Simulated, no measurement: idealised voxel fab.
process module | voxel self aligned contacts
cross-section cut | 210 nm wide | cells 5 nm
A cross-section is a grid of square cells, given in bands from the top down. A band is one or more rows of cells.
Each band's line starts with the height of the band's top and of its bottom, in nm. Then come its materials from left to right, each with its width in nm. One material with "throughout" fills the band from edge to edge. "air" is empty space.
Height 0 is the level under which the wafer as received is all one material. The lowest band goes on downwards, as in "0 down".
A width such as "30 to 40" changes by the same amount from each row of cells to the next, from the band's top row to its bottom row.
"no change" after a step means that no cell of the cross-section changed.
closed voids: empty space of 8 cells or more with no open way to the top, each as width x height at its distance from the left edge, in nm
after a step's settings: what the simulator itself notes on the step
overlay nm, on a step with a mask: how far to the right of its planned place the mask lay; to the left if negative
plan
1 op RECEIVE | material Si
2 op CONFORMAL_DEP | material SiO2 | thk nm 5
3 op DIRECTIONAL_DEP | material polySi | thk nm 20
4 op DIRECTIONAL_DEP | material SiN | thk nm 15
5 op DIRECTIONAL_DEP | material aC | thk nm 15
6 op PATTERN | tone cover | mask id GATE | material resist | width nm 30 | pitch nm 55 | thk nm 30 | overlay nm -15
7 op DIRECTIONAL_ETCH | etch materials aC | depth nm 15
8 op STRIP | etch materials resist
9 op DIRECTIONAL_ETCH | etch materials SiN | depth nm 15
10 op DIRECTIONAL_ETCH | etch materials polySi | depth nm 20
11 op STRIP | etch materials aC
12 op CONFORMAL_DEP | material SiN | thk nm 5
13 op DIRECTIONAL_ETCH | etch materials SiN | depth nm 5
14 op FILL_DEP | material SiO2 | thk nm 20
15 op CMP | height nm 50
16 op DIRECTIONAL_DEP | material aC | thk nm 10
17 op PATTERN | tone open | mask id CONTACT | material resist | width nm 35 | thk nm 30 | overlay nm 0
18 op DIRECTIONAL_ETCH | etch materials aC | depth nm 10
19 op STRIP | etch materials resist
20 op DIRECTIONAL_ETCH | etch materials SiO2 | depth nm 50
21 op STRIP | etch materials aC
22 op CONFORMAL_DEP | material TiN | thk nm 5
23 op FILL_DEP | material W | thk nm 10
24 op CMP | height nm 50
25 op CONFORMAL_DEP | material SiN | thk nm 5
varied across the wafers: overlay nm of step 6. The plan shows the first wafer's value. All wafers start alike
first wafer as received, after step 1
  0 down: Si throughout
  closed voids: none
each wafer at the end: cells of each material gained (+) or lost (-) since it was received, then its closed voids
overlay nm -15 | +106 SiN | +278 SiO2 | +25 TiN | +5 W | +48 polySi | closed voids: none
overlay nm -10 | +106 SiN | +270 SiO2 | +25 TiN | +13 W | +48 polySi | closed voids: none
overlay nm -5 | +106 SiN | +270 SiO2 | +25 TiN | +13 W | +48 polySi | closed voids: none
overlay nm 0 | +106 SiN | +270 SiO2 | +25 TiN | +13 W | +48 polySi | closed voids: none
overlay nm 5 | +106 SiN | +270 SiO2 | +25 TiN | +13 W | +48 polySi | closed voids: none
overlay nm 10 | +106 SiN | +270 SiO2 | +25 TiN | +13 W | +48 polySi | closed voids: none
overlay nm 15 | +106 SiN | +278 SiO2 | +25 TiN | +5 W | +48 polySi | closed voids: none
